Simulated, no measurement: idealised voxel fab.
process module | voxel gate over fins
Each square cell in cross-section cut measures 5 nm, and the section as a whole is 235 nm wide.
Reading order for cross-sections: top band down to bottom band. Underlying form: a grid of square cells. Band size: one or more rows of cells. This entry defines a band. It first specifies the height of the band's top and the height of its bottom in nm, and then specifies the band's materials from left to right, stating each material with its width in nm. The word "full width" identifies a single material that fills the band from edge to edge, while the word "blank" identifies empty space. Heights from 0 (as-received wafer is one material below). Bottom band endless downward, as "top 0, no bottom". A width given as "30 to 40" starts at the first number in the band's top row and ends at the second number in its bottom row, shifting by an equal amount at every step from row to row. When a step is marked "nothing got changed", none of the cells in the cross-section changed during that step. "Entrapped voids" enumerates empty spaces isolated from the top, with no open way to it, that contain at least 8 cells, giving each as width x height at distance from the left edge, all three in nm. Note: text after step settings on the step line = simulator remark on that step. overlay nm: mask right of planned place by this much (step with mask). Neg. = left.

Process steps - plan
1: RECEIVE [material Si]
2: CONFORMAL_DEP [material SiN] [thk nm 10]
3: DIRECTIONAL_DEP [material aC] [thk nm 15]
4: PATTERN [tone cover] [mask id FINS] [material resist] [width nm 15] [pitch nm 50] [thk nm 30] [overlay nm 0]
5: DIRECTIONAL_ETCH [etch materials aC] [depth nm 15]
6: STRIP [etch materials resist]
7: DIRECTIONAL_ETCH [etch materials SiN] [depth nm 10]
8: DIRECTIONAL_ETCH [etch materials Si] [depth nm 30]
9: STRIP [etch materials aC]
10: FILL_DEP [material SiO2] [thk nm 5]
11: CMP [height nm 10]
12: DIRECTIONAL_DEP [material aC] [thk nm 15]
13: PATTERN [tone open] [mask id RAIL] [material resist] [width nm 15] [thk nm 30] [overlay nm 0]
14: DIRECTIONAL_ETCH [etch materials aC] [depth nm 15]
15: STRIP [etch materials resist]
16: DIRECTIONAL_ETCH [etch materials SiO2] [depth nm 35]
17: STRIP [etch materials aC]
18: CONFORMAL_DEP [material TiN] [thk nm 5]
19: FILL_DEP [material W] [thk nm 10]
20: CMP [height nm 10]
21: SELECTIVE_ETCH [etch materials W Ru TiN] [depth nm 25]
22: FILL_DEP [material SiO2] [thk nm 5]
23: CMP [height nm 10]
24: SELECTIVE_ETCH [etch materials SiO2] [depth nm 20]
25: STRIP [etch materials SiN]
26: CONFORMAL_DEP [material HfO2] [thk nm 5]
27: CONFORMAL_DEP [material TiN] [thk nm 5]
28: FILL_DEP [material W] [thk nm 10]
29: CMP [height nm 15]
30: CONFORMAL_DEP [material SiCN] [thk nm 10]

This is the cross-section of the wafer as we received it, i.e. after step 1
> top 0, no bottom: Si full width
> Entrapped voids: none

The following cross-section depicts the wafer upon conclusion of the module. Processing commenced from the starting condition illustrated above and adhered to the plan illustrated above, save for one mistake in execution
> top 25, bottom 15: SiCN full width
> top 15, bottom 10: W full width
> top 10, bottom 5: TiN full width
> top 5, bottom 0: 65 of HfO2  5 of TiN  45 of HfO2  5 of TiN  45 of HfO2  5 of TiN  65 of HfO2
> top 0, bottom -5: 60 of Si  5 of HfO2  5 of TiN  5 of HfO2  35 of Si  5 of HfO2  5 of TiN  5 of HfO2  35 of Si  5 of HfO2  5 of TiN  5 of HfO2  60 of Si
> top -5, bottom -10: 60 of Si  15 of HfO2  35 of Si  15 of HfO2  35 of Si  15 of HfO2  60 of Si
> top -10, bottom -30: 60 of Si  15 of SiO2  35 of Si  15 of SiO2  35 of Si  15 of SiO2  60 of Si
> top -30, no bottom: Si full width
> Entrapped voids: none
What went wrong in running the wafer? step 4 was processed under conditions differing from the plan, specifically as PATTERN [tone open] [mask id FINS] [material resist] [width nm 15] [pitch nm 50] [thk nm 30] [overlay nm 0]
